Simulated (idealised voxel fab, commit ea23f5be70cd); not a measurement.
The document below concerns the process module designated voxel wiring stack.
Each square cell in cross-section cut measures 5 nm, and the section as a whole is 185 nm wide.
Notation: cross-section as square-cell grid; stated in bands, top first, going down; one or more cell rows per band.
The entry gives the band's vertical extent as a top height and a bottom height in nm, then its horizontal make-up as materials from left to right, each with a width in nm. "air" stands for empty space; a single material marked "throughout" fills the band edge to edge.
Note: height 0 marks the level under which the wafer is uniformly one material as received. Lowest band unbounded below, written "from 0 down".
With a width like "30->40", each row of cells in the band differs from the next by the same amount, the top row carrying the first number and the bottom row the second.
What does "remained unchanged" mean for a step? It means no cell of the cross-section changed in that step.
"Catalogued sealed voids" - sealed voids, min. 8 cells, no opening to top; format: width x height at distance (distance from left edge; nm throughout).
It should be noted that, on the line of a given step, the content following the step's settings is a remark produced by the simulator itself with respect to that step.
Each step line may optionally specify "overlay nm", which for a step with a mask gives the rightward distance between the mask's planned place and where it lay, a negative value indicating the leftward direction.
## The steps planned for the process are as follows
| 1 | RECEIVE (material Si) |
| 2 | CONFORMAL_DEP (material SiO2; thk nm 10) |
| 3 | DIRECTIONAL_DEP (material TiN; thk nm 5) |
| 4 | DIRECTIONAL_DEP (material Ru; thk nm 25) |
| 5 | MASKED_ETCH (tone cover; mask id METAL_1; width nm 20; pitch nm 45; etch materials Ru; depth nm 25; overlay nm 0) |
| 6 | MASKED_ETCH (tone cover; mask id METAL_1; width nm 20; pitch nm 45; etch materials TiN; depth nm 5; overlay nm 0) |
| 7 | CONFORMAL_DEP (material SiCN; thk nm 5) |
| 8 | FILL_DEP (material SiO2; thk nm 10) |
| 9 | CMP (height nm 40) |
| 10 | CONFORMAL_DEP (material SiCN; thk nm 5) |
| 11 | DIRECTIONAL_DEP (material SiO2; thk nm 15) |
| 12 | MASKED_ETCH (tone open; mask id PLUG_1; width nm 15; pitch nm 45; etch materials SiO2; depth nm 15; overlay nm 0) |
| 13 | MASKED_ETCH (tone open; mask id PLUG_1; width nm 15; pitch nm 45; etch materials SiCN; depth nm 5; overlay nm 0) |
| 14 | EPI (material Ru; thk nm 10) |
| 15 | EPI (material Ru; thk nm 10) |
| 16 | DIRECTIONAL_DEP (material TiN; thk nm 5) |
| 17 | DIRECTIONAL_DEP (material Ru; thk nm 20) |
| 18 | DIRECTIONAL_DEP (material aC; thk nm 15) |
| 19 | PATTERN (tone cover; mask id METAL_2; material resist; width nm 20; pitch nm 45; thk nm 30; overlay nm 0) |
| 20 | DIRECTIONAL_ETCH (etch materials aC; depth nm 15) |
| 21 | STRIP (etch materials resist) |
| 22 | DIRECTIONAL_ETCH (etch materials Ru; depth nm 20) |
| 23 | DIRECTIONAL_ETCH (etch materials TiN; depth nm 5) |
| 24 | STRIP (etch materials aC) |
| 25 | FILL_DEP (material lowk; thk nm 5) |
| 26 | CMP (height nm 85) |
| 27 | CONFORMAL_DEP (material SiCN; thk nm 5) |
## Cross-section of the incoming wafer, state after step 1
from 0 down  Si throughout
Catalogued sealed voids: none
## First of two wafers: cross-section at end of module, run per plan
from 90 to 85  SiCN throughout
from 85 to 65  lowk 35 nm / Ru 20 nm / lowk 25 nm / Ru 20 nm / lowk 25 nm / Ru 20 nm / lowk 40 nm
from 65 to 60  lowk 35 nm / TiN 20 nm / lowk 25 nm / TiN 20 nm / lowk 25 nm / TiN 20 nm / lowk 40 nm
from 60 to 45  SiO2 35 nm / Ru 15 nm / SiO2 30 nm / Ru 15 nm / SiO2 30 nm / Ru 15 nm / SiO2 45 nm
from 45 to 40  SiCN 35 nm / Ru 15 nm / SiCN 30 nm / Ru 15 nm / SiCN 30 nm / Ru 15 nm / SiCN 45 nm
from 40 to 15  SiO2 30 nm / SiCN 5 nm / Ru 20 nm / SiCN 5 nm / SiO2 15 nm / SiCN 5 nm / Ru 20 nm / SiCN 5 nm / SiO2 15 nm / SiCN 5 nm / Ru 20 nm / SiCN 5 nm / SiO2 35 nm
from 15 to 10  SiCN 35 nm / TiN 20 nm / SiCN 25 nm / TiN 20 nm / SiCN 25 nm / TiN 20 nm / SiCN 40 nm
from 10 to 0  SiO2 throughout
from 0 down  Si throughout
Catalogued sealed voids: none
## Here is the second of the two wafers cut open at the end of the module - same start, same plan as the first one, but we made one mistake running it
from 90 to 85  SiCN throughout
from 85 to 65  lowk 35 nm / Ru 20 nm / lowk 25 nm / Ru 20 nm / lowk 25 nm / Ru 20 nm / lowk 40 nm
from 65 to 60  lowk 35 nm / TiN 20 nm / lowk 25 nm / TiN 20 nm / lowk 25 nm / TiN 20 nm / lowk 40 nm
from 60 to 45  lowk 20 nm / Ru 135 nm / lowk 30 nm
from 45 to 40  SiCN 35 nm / Ru 15 nm / SiCN 30 nm / Ru 15 nm / SiCN 30 nm / Ru 15 nm / SiCN 45 nm
from 40 to 15  SiO2 30 nm / SiCN 5 nm / Ru 20 nm / SiCN 5 nm / SiO2 15 nm / SiCN 5 nm / Ru 20 nm / SiCN 5 nm / SiO2 15 nm / SiCN 5 nm / Ru 20 nm / SiCN 5 nm / SiO2 35 nm
from 15 to 10  SiCN 35 nm / TiN 20 nm / SiCN 25 nm / TiN 20 nm / SiCN 25 nm / TiN 20 nm / SiCN 40 nm
from 10 to 0  SiO2 throughout
from 0 down  Si throughout
Catalogued sealed voids: none
Diagnosis: step 11 of the plan got skipped, so it never ran
Materials where the second wafer ends with more or fewer cells than the first: 54 more of Ru, 84 fewer of SiO2, 30 more of lowk
